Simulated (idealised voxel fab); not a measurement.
Herein follows the process module entitled voxel wiring stack.
Section shown: cut. Width: 220 nm. Cell size: 5 nm, square.
How to read a cross-section here: the picture is a grid of square cells, written as bands going from the top down, and any band can span one or more rows of cells.
Per band: top height and bottom height in nm, followed by the left-to-right materials and their widths in nm; "edge to edge" marks a single material spanning edge to edge, "blank" marks empty space.
Counting heights begins at 0, where everything beneath is, in the wafer as received, one material. The lowest band has no bottom; it goes on downwards, as "top 0, no bottom" shows.
With a width like "30..40", each row of cells in the band differs from the next by the same amount, the top row carrying the first number and the bottom row the second.
A step reported as "identical to before" is a step in which no cell of the cross-section changed.
Look at "Fully closed voids" for the closed voids: empty spaces with no open path to the top, sized 8 cells or up. Each is width x height at distance, distance from the left edge, all nm.
Whatever follows a step's settings on its line is a remark the simulator itself makes about that step.
overlay nm: right-of-plan distance of the mask on a masked step; negative values mean left-of-plan.

### Set out below are the planned steps of the process
1) RECEIVE with material Si
2) CONFORMAL_DEP with material SiO2, thk nm 10
3) CONFORMAL_DEP with material SiN, thk nm 5
4) DIRECTIONAL_DEP with material lowk, thk nm 25
5) MASKED_ETCH with tone open, mask id METAL_1, width nm 25, pitch nm 45, etch materials lowk, depth nm 25, overlay nm 0
6) MASKED_ETCH with tone open, mask id METAL_1, width nm 25, pitch nm 45, etch materials SiN, depth nm 5, overlay nm 0
7) CONFORMAL_DEP with material TiN, thk nm 5
8) FILL_DEP with material Cu, thk nm 10
9) CMP with height nm 40
10) EPI with material Ru, thk nm 5
11) FILL_DEP with material SiCN, thk nm 5
12) DIRECTIONAL_DEP with material SiO2, thk nm 10
13) PATTERN with tone open, mask id PLUG_1, material resist, width nm 15, pitch nm 45, thk nm 20, overlay nm 0
14) DIRECTIONAL_ETCH with etch materials SiO2, depth nm 10
15) DIRECTIONAL_ETCH with etch materials SiCN, depth nm 5
16) STRIP with etch materials resist
17) EPI with material Ru, thk nm 10
18) EPI with material Ru, thk nm 5
19) DIRECTIONAL_DEP with material TiN, thk nm 5
20) DIRECTIONAL_DEP with material W, thk nm 15
21) PATTERN with tone cover, mask id METAL_2, material resist, width nm 25, pitch nm 45, thk nm 15, overlay nm 0
22) DIRECTIONAL_ETCH with etch materials W, depth nm 15
23) DIRECTIONAL_ETCH with etch materials TiN, depth nm 5
24) STRIP with etch materials resist
25) FILL_DEP with material lowk, thk nm 10
26) CMP with height nm 80
27) CONFORMAL_DEP with material SiCN, thk nm 5
28) DIRECTIONAL_DEP with material lowk, thk nm 20
29) PATTERN with tone open, mask id PLUG_2, material resist, width nm 15, pitch nm 45, thk nm 15, overlay nm 0
30) DIRECTIONAL_ETCH with etch materials lowk, depth nm 20
31) DIRECTIONAL_ETCH with etch materials SiCN, depth nm 5
32) STRIP with etch materials resist
33) EPI with material Ru, thk nm 10
34) EPI with material Ru, thk nm 10
35) EPI with material Ru, thk nm 5
36) CONFORMAL_DEP with material SiCN, thk nm 5
37) DIRECTIONAL_DEP with material lowk, thk nm 25
38) MASKED_ETCH with tone open, mask id METAL_3, width nm 25, pitch nm 45, etch materials lowk, depth nm 25, overlay nm 0
39) MASKED_ETCH with tone open, mask id METAL_3, width nm 25, pitch nm 45, etch materials SiCN, depth nm 5, overlay nm 0
40) CONFORMAL_DEP with material TiN, thk nm 5
41) FILL_DEP with material Ru, thk nm 10
42) CMP with height nm 135
43) CONFORMAL_DEP with material SiCN, thk nm 5
44) DIRECTIONAL_DEP with material lowk, thk nm 10
45) MASKED_ETCH with tone open, mask id PLUG_3, width nm 15, pitch nm 90, etch materials lowk, depth nm 10, overlay nm 0
46) MASKED_ETCH with tone open, mask id PLUG_3, width nm 15, pitch nm 90, etch materials SiCN, depth nm 5, overlay nm 0
47) EPI with material Ru, thk nm 10
48) EPI with material Ru, thk nm 5
49) CONFORMAL_DEP with material SiN, thk nm 5
50) DIRECTIONAL_DEP with material SiO2, thk nm 25
51) PATTERN with tone open, mask id METAL_4, material resist, width nm 25, pitch nm 45, thk nm 20, overlay nm 0
52) DIRECTIONAL_ETCH with etch materials SiO2, depth nm 25
53) DIRECTIONAL_ETCH with etch materials SiN, depth nm 5
54) STRIP with etch materials resist
55) CONFORMAL_DEP with material TiN, thk nm 5
56) FILL_DEP with material Cu, thk nm 10
57) CMP with height nm 180
58) EPI with material Ru, thk nm 5
59) FILL_DEP with material SiCN, thk nm 5

### Shown in cross-section is the wafer as received, that is, as it stands after step 1
	top 0, no bottom = Si edge to edge
	Fully closed voids: none

### The plan above was carried out on the starting structure above with one mistake, and this cross-section shows the wafer at the end of the module
	top 190, bottom 185 = SiCN edge to edge
	top 185, bottom 180 = SiCN=25 / Ru=35 / SiCN=10 / Ru=35 / SiCN=10 / Ru=35 / SiCN=10 / Ru=35 / SiCN=25
	top 180, bottom 155 = SiO2=30 / TiN=5 / Cu=15 / TiN=5 / SiO2=20 / TiN=5 / Cu=15 / TiN=5 / SiO2=20 / TiN=5 / Cu=15 / TiN=5 / SiO2=20 / TiN=5 / Cu=15 / TiN=5 / SiO2=30
	top 155, bottom 150 = SiN=30 / TiN=25 / SiN=20 / TiN=25 / SiN=20 / TiN=25 / SiN=20 / TiN=25 / SiN=30
	top 150, bottom 140 = lowk=30 / Ru=15 / lowk=75 / Ru=15 / lowk=85
	top 140, bottom 135 = SiCN=30 / Ru=15 / SiCN=75 / Ru=15 / SiCN=85
	top 135, bottom 110 = lowk=30 / TiN=5 / Ru=15 / TiN=5 / lowk=20 / TiN=5 / Ru=15 / TiN=5 / lowk=20 / TiN=5 / Ru=15 / TiN=5 / lowk=20 / TiN=5 / Ru=15 / TiN=5 / lowk=30
	top 110, bottom 100 = SiCN=30..35 / TiN=25..5 / SiCN=20..40 / TiN=25..5 / SiCN=20..40 / TiN=25..5 / SiCN=20..40 / TiN=25..5 / SiCN=30..45
	top 100, bottom 80 = lowk edge to edge
	top 80, bottom 65 = lowk=30 / W=25 / lowk=20 / W=25 / lowk=20 / W=25 / lowk=20 / W=25 / lowk=30
	top 65, bottom 60 = lowk=30 / TiN=25 / lowk=20 / TiN=25 / lowk=20 / TiN=25 / lowk=20 / TiN=25 / lowk=30
	top 60, bottom 50 = SiO2=30 / Ru=15 / SiO2=30 / Ru=15 / SiO2=30 / Ru=15 / SiO2=30 / Ru=15 / SiO2=40
	top 50, bottom 40 = SiCN=30..25 / Ru=15..35 / SiCN=30..10 / Ru=15..35 / SiCN=30..10 / Ru=15..35 / SiCN=30..10 / Ru=15..35 / SiCN=40..25
	top 40, bottom 15 = lowk=30 / TiN=5 / Cu=15 / TiN=5 / lowk=20 / TiN=5 / Cu=15 / TiN=5 / lowk=20 / TiN=5 / Cu=15 / TiN=5 / lowk=20 / TiN=5 / Cu=15 / TiN=5 / lowk=30
	top 15, bottom 10 = SiN=30 / TiN=25 / SiN=20 / TiN=25 / SiN=20 / TiN=25 / SiN=20 / TiN=25 / SiN=30
	top 10, bottom 0 = SiO2 edge to edge
	top 0, no bottom = Si edge to edge
	Fully closed voids: none
Deviation noted in wafer processing: plan vs actual: 27 and 28 interchanged
